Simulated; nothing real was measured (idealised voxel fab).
process module | voxel air gaps
cross-section cut | 175 nm wide | cells 5 nm
A cross-section is a grid of square cells, given in bands from the top down. A band is one or more rows of cells.
Each band's line starts with the height of the band's top and of its bottom, in nm. Then come its materials from left to right, each with its width in nm. One material with "throughout" fills the band from edge to edge. "air" is empty space.
Height 0 is the level under which the wafer as received is all one material. The lowest band goes on downwards, as in "0 down".
A width such as "30 to 40" changes by the same amount from each row of cells to the next, from the band's top row to its bottom row.
"no change" after a step means that no cell of the cross-section changed.
closed voids: empty space of 8 cells or more with no open way to the top, each as width x height at its distance from the left edge, in nm
after a step's settings: what the simulator itself notes on the step
overlay nm, on a step with a mask: how far to the right of its planned place the mask lay; to the left if negative
plan
1 op RECEIVE | material Si
2 op CONFORMAL_DEP | material SiO2 | thk nm 10
3 op CONFORMAL_DEP | material SiN | thk nm 5
4 op DIRECTIONAL_DEP | material SiO2 | thk nm 35
5 op DIRECTIONAL_DEP | material aC | thk nm 15
6 op PATTERN | tone open | mask id LINES | material resist | width nm 25 | pitch nm 50 | thk nm 30 | overlay nm 0
7 op DIRECTIONAL_ETCH | etch materials aC | depth nm 15
8 op STRIP | etch materials resist
9 op DIRECTIONAL_ETCH | etch materials SiO2 | depth nm 35
10 op STRIP | etch materials aC
11 op CONFORMAL_DEP | material TiN | thk nm 5
12 op FILL_DEP | material Cu | thk nm 5
13 op CMP | height nm 50
14 op EPI | material Ru | thk nm 10
15 op SELECTIVE_ETCH | etch materials SiO2 | depth nm 45
16 op CONFORMAL_DEP | material SiN | thk nm 5
as received, after step 1
  0 down: Si throughout
  closed voids: none
first wafer at the end, as planned
  65 to 60: air 10 | SiN 155 | air 10
  60 to 50: air 10 | SiN 5 | Ru 45 | SiN 5 | Ru 45 | SiN 5 | Ru 45 | SiN 5 | air 10
  50 to 45: air 10 | SiN 15 | TiN 5 | Cu 15 | TiN 5 | SiN 25 | TiN 5 | Cu 15 | TiN 5 | SiN 25 | TiN 5 | Cu 15 | TiN 5 | SiN 15 | air 10
  45 to 20: air 20 | SiN 5 | TiN 5 | Cu 15 | TiN 5 | SiN 5 | air 15 | SiN 5 | TiN 5 | Cu 15 | TiN 5 | SiN 5 | air 15 | SiN 5 | TiN 5 | Cu 15 | TiN 5 | SiN 5 | air 20
  20 to 15: SiN 25 | TiN 25 | SiN 25 | TiN 25 | SiN 25 | TiN 25 | SiN 25
  15 to 10: SiN throughout
  10 to 0: SiO2 throughout
  0 down: Si throughout
  closed voids: 15 x 25 at 55; 15 x 25 at 105
second wafer at the end: like start, like plan, one mistake
  65 to 60: SiN throughout
  60 to 50: Ru 35 | SiN 5 | Ru 45 | SiN 5 | Ru 45 | SiN 5 | Ru 35
  50 to 45: Cu 20 | TiN 5 | SiN 25 | TiN 5 | Cu 15 | TiN 5 | SiN 25 | TiN 5 | Cu 15 | TiN 5 | SiN 25 | TiN 5 | Cu 20
  45 to 20: Cu 20 | TiN 5 | SiN 5 | air 15 | SiN 5 | TiN 5 | Cu 15 | TiN 5 | SiN 5 | air 15 | SiN 5 | TiN 5 | Cu 15 | TiN 5 | SiN 5 | air 15 | SiN 5 | TiN 5 | Cu 20
  20 to 15: TiN 25 | SiN 25 | TiN 25 | SiN 25 | TiN 25 | SiN 25 | TiN 25
  15 to 10: SiN throughout
  10 to 0: SiO2 throughout
  0 down: Si throughout
  closed voids: 15 x 25 at 30; 15 x 25 at 80; 15 x 25 at 130
what went wrong: step 6 ran as: op PATTERN | tone cover | mask id LINES | material resist | width nm 25 | pitch nm 50 | thk nm 30 | overlay nm 0
at the end the second wafer has, in cells: 30 more of Cu | 10 more of Ru | 4 fewer of SiN | 5 more of TiN
closed voids at the end (first wafer, second wafer): 2, 3
